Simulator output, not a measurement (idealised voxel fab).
Process module under the name voxel gate over fins
The cross-section shown here is cut; it is 300 nm wide and divided into square cells measuring 5 nm on a side.
Throughout this document, each cross-section is represented as a grid of square cells and is presented as a sequence of bands enumerated from the top downward, where a band comprises one or more rows of cells.
Heads up on the band format: heights come first, top then bottom, in nm. After that it's the materials left to right, each with its width in nm. A single material flagged "everywhere" fills the whole band edge to edge, and "empty" means there's empty space there.
Height reference: 0 = level under which incoming wafer is all one material. Lowest band: no bottom, runs on downward, e.g. "0..down".
A width given as "30 to 40" starts at the first number in the band's top row and ends at the second number in its bottom row, shifting by an equal amount at every step from row to row.
When a step is marked "everything unchanged", none of the cells in the cross-section changed during that step.
Basically, "Unvented internal voids" tells you about the enclosed voids: empty spaces with no open way to the top, 8 cells or bigger, each written width x height at distance, where distance is from the left edge, all in nm.
Whatever follows a step's settings on its line is a remark the simulator itself makes about that step.
The line of a step may include "overlay nm". On a step with a mask, this value is how far to the right of its planned place the mask lay. A negative value means the mask lay to the left.
**Process steps - plan**
1: RECEIVE, material Si
2: CONFORMAL_DEP, material SiN, thk nm 5
3: DIRECTIONAL_DEP, material aC, thk nm 10
4: PATTERN, tone cover, mask id FINS, material resist, width nm 15, pitch nm 50, thk nm 25, overlay nm 0
5: DIRECTIONAL_ETCH, etch materials aC, depth nm 10
6: STRIP, etch materials resist
7: DIRECTIONAL_ETCH, etch materials SiN, depth nm 5
8: DIRECTIONAL_ETCH, etch materials Si, depth nm 40
9: STRIP, etch materials aC
10: OXIDIZE, depth nm 5
11: FILL_DEP, material SiO2, thk nm 15
12: CMP, height nm 5
13: PATTERN, tone open, mask id RAIL, material resist, width nm 15, thk nm 20, overlay nm 0
14: DIRECTIONAL_ETCH, etch materials SiO2, depth nm 40
15: STRIP, etch materials resist
16: CONFORMAL_DEP, material TiN, thk nm 5
17: FILL_DEP, material W, thk nm 5
18: CMP, height nm 5
19: SELECTIVE_ETCH, etch materials W Ru TiN, depth nm 30
20: FILL_DEP, material SiO2, thk nm 5
21: CMP, height nm 5
22: SELECTIVE_ETCH, etch materials SiO2, depth nm 20
23: STRIP, etch materials SiN
24: CONFORMAL_DEP, material HfO2, thk nm 5
25: CONFORMAL_DEP, material TiN, thk nm 5
26: CONFORMAL_DEP, material TiAl, thk nm 5
27: CONFORMAL_DEP, material TiN, thk nm 5
28: FILL_DEP, material W, thk nm 10
29: CMP, height nm 25
30: CONFORMAL_DEP, material SiCN, thk nm 5
**As-received state of the wafer in cross-section, equivalent to post-step 1**
> 0..down  Si everywhere
> Unvented internal voids: none
**Figure: cross-sectional view of the wafer upon completion of the module, processed from the initial state and according to the plan depicted above, with one error introduced during execution**
> 30..25  aC everywhere
> 25..20  W everywhere
> 20..15  W (75) / TiN (45) / W (5) / TiN (45) / W (5) / TiN (45) / W (80)
> 15..10  W (75) / TiN (5) / TiAl (35) / TiN (5) / W (5) / TiN (5) / TiAl (35) / TiN (5) / W (5) / TiN (5) / TiAl (35) / TiN (5) / W (80)
> 10..5  W (75) / TiN (5) / TiAl (5) / TiN (25) / TiAl (5) / TiN (5) / W (5) / TiN (5) / TiAl (5) / TiN (25) / TiAl (5) / TiN (5) / W (5) / TiN (5) / TiAl (5) / TiN (25) / TiAl (5) / TiN (5) / W (80)
> 5..0  TiN (80) / TiAl (5) / TiN (5) / HfO2 (15) / TiN (5) / TiAl (5) / TiN (15) / TiAl (5) / TiN (5) / HfO2 (15) / TiN (5) / TiAl (5) / TiN (15) / TiAl (5) / TiN (5) / HfO2 (15) / TiN (5) / TiAl (5) / TiN (85)
> 0..-5  TiAl (85) / TiN (5) / HfO2 (5) / Si (5) / HfO2 (5) / TiN (5) / TiAl (25) / TiN (5) / HfO2 (5) / Si (5) / HfO2 (5) / TiN (5) / TiAl (25) / TiN (5) / HfO2 (5) / Si (5) / HfO2 (5) / TiN (5) / TiAl (90)
> -5..-10  TiN (90) / HfO2 (5) / Si (5) / HfO2 (5) / TiN (35) / HfO2 (5) / Si (5) / HfO2 (5) / TiN (35) / HfO2 (5) / Si (5) / HfO2 (5) / TiN (95)
> -10..-15  HfO2 (95) / Si (5) / HfO2 (45) / Si (5) / HfO2 (45) / Si (5) / HfO2 (100)
> -15..-25  SiO2 (95) / Si (5) / SiO2 (45) / Si (5) / SiO2 (45) / Si (5) / SiO2 (100)
> -25..-30  SiO2 (95) / Si (5) / SiO2 (15) / TiN (5) / W (5) / TiN (5) / SiO2 (15) / Si (5) / SiO2 (45) / Si (5) / SiO2 (100)
> -30..-35  SiO2 (95) / Si (5) / SiO2 (15) / TiN (15) / SiO2 (15) / Si (5) / SiO2 (45) / Si (5) / SiO2 (100)
> -35..-45  SiO2 (95) / Si (5) / SiO2 (45) / Si (5) / SiO2 (45) / Si (5) / SiO2 (100)
> -45..down  Si everywhere
> Unvented internal voids: none
Misprocessing identified: the process deviated at step 30: the operation and settings actually run there were CONFORMAL_DEP, material aC, thk nm 5
